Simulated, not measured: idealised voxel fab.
Process module under the name voxel quadruple lines
Section shown: cut. Width: 145 nm. Cell size: 5 nm, square.
Heads up, the way a cross-section reads in here is a grid of square cells, handed over as bands from the top down, with every band being one or more rows of cells.
Top height, bottom height, nm. Materials left to right, width each, nm. Single material + "edge to edge" = fills band edge to edge. "blank" = empty.
Below 0: as-received wafer, all one material; heights counted from there. Lowest band: no bottom, goes on down, written "0 down".
You'd read "30->40" like this: the band's top row of cells is as wide as the first number, its bottom row is as wide as the second, and going down, every row changes width by the same amount as the row before did.
The cross-section has no changed cell in any step marked "changes: none".
The entry "Fully sealed cavities" lists the empty spaces that cover at least 8 cells and have no open path to the top. Each is written as width x height at distance, where the distance is measured from the left edge and all three values are in nm.
Past the settings on a step's line: simulator remark, on that step.
overlay nm: on a step with a mask, how far right of its planned place the mask lay; negative means left.
# plan
| 1 | RECEIVE with material Si |
| 2 | CONFORMAL_DEP with material SiO2, thk nm 10 |
| 3 | DIRECTIONAL_DEP with material W, thk nm 10 |
| 4 | DIRECTIONAL_DEP with material polySi, thk nm 20 |
| 5 | DIRECTIONAL_DEP with material aC, thk nm 20 |
| 6 | PATTERN with tone cover, mask id MANDREL, material resist, width nm 20, thk nm 25, overlay nm 0 |
| 7 | DIRECTIONAL_ETCH with etch materials aC, depth nm 20 |
| 8 | STRIP with etch materials resist |
| 9 | CONFORMAL_DEP with material SiO2, thk nm 10 |
| 10 | DIRECTIONAL_ETCH with etch materials SiO2, depth nm 10 |
| 11 | STRIP with etch materials aC |
| 12 | DIRECTIONAL_ETCH with etch materials polySi, depth nm 20 |
| 13 | STRIP with etch materials SiO2 |
| 14 | CONFORMAL_DEP with material SiCN, thk nm 5 |
| 15 | DIRECTIONAL_ETCH with etch materials SiCN, depth nm 5 |
| 16 | STRIP with etch materials polySi |
| 17 | DIRECTIONAL_ETCH with etch materials W, depth nm 10 |
| 18 | STRIP with etch materials SiCN |
# Cross-section of the wafer at receipt, which is the condition after step 1
  0 down | Si edge to edge
  Fully sealed cavities: none
# The cross-section shown corresponds to the wafer at the conclusion of the module. The initial structure and the process plan are those presented above; however, one mistake occurred in executing the plan
  20 to 10 | blank 55 nm, W 5 nm, blank 10 nm, W 5 nm, blank 10 nm, W 5 nm, blank 10 nm, W 5 nm, blank 40 nm
  10 to 0 | SiO2 edge to edge
  0 down | Si edge to edge
  Fully sealed cavities: none
Short version of what went wrong: note that step 6 departed from the planned setting and was carried out as PATTERN with tone cover, mask id MANDREL, material resist, width nm 20, thk nm 25, overlay nm 10
